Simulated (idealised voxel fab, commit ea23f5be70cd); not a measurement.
Proc. module: voxel capacitor over wiring
Each square cell in cross-section cut measures 5 nm, and the section as a whole is 180 nm wide.
Cross-sections here: square-cell grids, written as top-down lists of bands, a band being one or more rows of cells. The band entry comprises the height of the band's top followed by the height of its bottom, expressed in nm, and subsequently the band's materials from left to right, each stated together with its width in nm. Where a single material is marked with the word "everywhere", that material fills the band from edge to edge. The word "blank" represents empty space. Counting heights begins at 0, where everything beneath is, in the wafer as received, one material. The lowest band has no bottom; it goes on downwards, as "top 0, no bottom" shows. Note: "30 to 40" means the width goes from the first number (top row of the band) to the second number (bottom row) in equal steps per row of cells. For the purposes of this document, the phrase "nothing altered" attached to a step denotes that no cell within the cross-section was modified by that step. Empty spaces without an open route to the top, at least 8 cells in extent, make up the entry "Sealed cavities"; each is given as width x height at distance, where the distance is measured from the left edge, and all are in nm. Past the settings on a step's line: simulator remark, on that step. overlay nm: mask offset rightward from planned place, masked step; negative means leftward offset.

Listed below are the process steps as planned:
1 op RECEIVE | material Si
2 op CONFORMAL_DEP | material SiO2 | thk nm 15
3 op DIRECTIONAL_DEP | material TiN | thk nm 5
4 op DIRECTIONAL_DEP | material W | thk nm 20
5 op MASKED_ETCH | tone cover | mask id METAL_1 | width nm 20 | pitch nm 75 | etch materials W | depth nm 20 | overlay nm 0
6 op MASKED_ETCH | tone cover | mask id METAL_1 | width nm 20 | pitch nm 75 | etch materials TiN | depth nm 5 | overlay nm 0
7 op CONFORMAL_DEP | material SiCN | thk nm 5
8 op FILL_DEP | material SiO2 | thk nm 10
9 op CMP | height nm 40
10 op CONFORMAL_DEP | material SiCN | thk nm 5
11 op DIRECTIONAL_DEP | material lowk | thk nm 20
12 op DIRECTIONAL_DEP | material aC | thk nm 10
13 op PATTERN | tone open | mask id PLUG_1 | material resist | width nm 15 | thk nm 25 | overlay nm 0
14 op DIRECTIONAL_ETCH | etch materials aC | depth nm 10
15 op STRIP | etch materials resist
16 op DIRECTIONAL_ETCH | etch materials lowk | depth nm 20
17 op DIRECTIONAL_ETCH | etch materials SiCN | depth nm 5
18 op STRIP | etch materials aC
19 op CONFORMAL_DEP | material TiN | thk nm 5
20 op FILL_DEP | material Ru | thk nm 5
21 op CMP | height nm 65
22 op DIRECTIONAL_DEP | material TiN | thk nm 5
23 op DIRECTIONAL_DEP | material HfO2 | thk nm 5
24 op DIRECTIONAL_DEP | material TiN | thk nm 5
25 op MASKED_ETCH | tone cover | mask id UPPER_PLATE | width nm 60 | etch materials TiN | depth nm 5 | overlay nm 0
26 op MASKED_ETCH | tone cover | mask id UPPER_PLATE | width nm 60 | etch materials HfO2 | depth nm 5 | overlay nm 0
27 op MASKED_ETCH | tone cover | mask id LOWER_PLATE | width nm 70 | etch materials TiN | depth nm 5 | overlay nm 0
28 op FILL_DEP | material SiO2 | thk nm 20
29 op CMP | height nm 95
30 op PATTERN | tone open | mask id PLUG_2 | material resist | width nm 15 | thk nm 20 | overlay nm 0
31 op DIRECTIONAL_ETCH | etch materials SiO2 | depth nm 15
32 op STRIP | etch materials resist
33 op CONFORMAL_DEP | material TiN | thk nm 5
34 op FILL_DEP | material Ru | thk nm 10
35 op CMP | height nm 95
36 op CONFORMAL_DEP | material SiN | thk nm 5

Cross-sectional view of the wafer in its as-received condition, corresponding to the state after step 1:
	top 0, no bottom: Si everywhere
	Sealed cavities: none

Cross-section at module end, one run error; start and plan unchanged from above:
	top 100, bottom 95: SiN everywhere
	top 95, bottom 85: SiO2 55 / TiN 5 / Ru 5 / TiN 5 / SiO2 110
	top 85, bottom 75: SiO2 55 to 45 / TiN 15 to 60 / SiO2 110 to 75
	top 75, bottom 70: SiO2 45 / HfO2 60 / SiO2 75
	top 70, bottom 65: SiO2 40 / TiN 70 / SiO2 70
	top 65, bottom 45: lowk 45 / TiN 5 / Ru 10 / TiN 5 / lowk 115
	top 45, bottom 40: SiCN 45 / TiN 20 / SiCN 115
	top 40, bottom 20: SiO2 35 / SiCN 5 / W 20 / SiCN 5 / SiO2 45 / SiCN 5 / W 20 / SiCN 5 / SiO2 40
	top 20, bottom 15: SiCN 40 / TiN 20 / SiCN 55 / TiN 20 / SiCN 45
	top 15, bottom 0: SiO2 everywhere
	top 0, no bottom: Si everywhere
	Sealed cavities: none
Which mistake was made when the wafer was run? step 13 did not use the planned setting and instead ran as op PATTERN | tone open | mask id PLUG_1 | material resist | width nm 20 | thk nm 25 | overlay nm 0
